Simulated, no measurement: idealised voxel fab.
This is a process module. Its name is voxel gate over fins.
It is cross-section cut that appears here, measuring 180 nm in width, its square cells being 5 nm in size.
Bands, listed from the top down, are how a cross-section gets written in this document; the cross-section itself is a grid of square cells, and a band is one or more rows of them. Top, bottom (nm), then materials left to right with widths (nm); lone material tagged "edge to edge" fills the whole band edge to edge; "blank" = empty space. Height 0 is the level under which the wafer as received is all one material. The lowest band goes on downwards, as in "0 down". The notation "30->40" denotes a width that varies across the rows of cells in the band, beginning at the first number in the top row, finishing at the second number in the bottom row, and changing by an identical amount from each row to the next. Where a step carries "everything unchanged", the cross-section came out of it unchanged, cell for cell. If an empty space has no open way to the top and is at least 8 cells in size, "Closed-off voids" lists it, written width x height at distance, where distance is measured from the left edge and every value is in nm. Read whatever lies past the settings on a step's line as the simulator's own remark about the step. The optional step-line setting "overlay nm" applies to steps with a mask and quantifies how far to the right of its planned location the mask lay, a negative value indicating leftward placement.

-- List of planned process steps
- 1: RECEIVE [material Si]
- 2: CONFORMAL_DEP [material SiN] [thk nm 10]
- 3: PATTERN [tone cover] [mask id FINS] [material resist] [width nm 15] [pitch nm 35] [thk nm 20] [overlay nm 0]
- 4: DIRECTIONAL_ETCH [etch materials SiN] [depth nm 10]
- 5: DIRECTIONAL_ETCH [etch materials Si] [depth nm 35]
- 6: STRIP [etch materials resist]
- 7: OXIDIZE [depth nm 5]
- 8: FILL_DEP [material SiO2] [thk nm 5]
- 9: CMP [height nm 10]
- 10: SELECTIVE_ETCH [etch materials SiO2] [depth nm 25]
- 11: STRIP [etch materials SiN]
- 12: CONFORMAL_DEP [material HfO2] [thk nm 5]
- 13: CONFORMAL_DEP [material TiN] [thk nm 5]
- 14: FILL_DEP [material W] [thk nm 10]
- 15: CMP [height nm 15]
- 16: CONFORMAL_DEP [material SiN] [thk nm 5]

-- So this is the incoming wafer in cross-section - it's already been through step 1
> 0 down: Si edge to edge
> Closed-off voids: none

-- The plan above was carried out on the starting structure above with one mistake, and this cross-section shows the wafer at the end of the module
> 10 to 5: SiN edge to edge
> 5 to 0: W (25)  TiN (5)  HfO2 (15)  TiN (5)  W (10)  TiN (5)  HfO2 (15)  TiN (5)  W (10)  TiN (5)  HfO2 (15)  TiN (5)  W (10)  TiN (5)  HfO2 (15)  TiN (5)  W (25)
> 0 to -5: W (25)  TiN (5)  HfO2 (5)  Si (5)  HfO2 (5)  TiN (5)  W (10)  TiN (5)  HfO2 (5)  Si (5)  HfO2 (5)  TiN (5)  W (10)  TiN (5)  HfO2 (5)  Si (5)  HfO2 (5)  TiN (5)  W (10)  TiN (5)  HfO2 (5)  Si (5)  HfO2 (5)  TiN (5)  W (25)
> -5 to -10: TiN (30)  HfO2 (5)  Si (5)  HfO2 (5)  TiN (20)  HfO2 (5)  Si (5)  HfO2 (5)  TiN (20)  HfO2 (5)  Si (5)  HfO2 (5)  TiN (20)  HfO2 (5)  Si (5)  HfO2 (5)  TiN (30)
> -10 to -15: HfO2 (35)  Si (5)  HfO2 (30)  Si (5)  HfO2 (30)  Si (5)  HfO2 (30)  Si (5)  HfO2 (35)
> -15 to -40: SiO2 (35)  Si (5)  SiO2 (30)  Si (5)  SiO2 (30)  Si (5)  SiO2 (30)  Si (5)  SiO2 (35)
> -40 down: Si edge to edge
> Closed-off voids: none
What was the processing mistake? not per plan at step 15, really ran CMP [height nm 5]
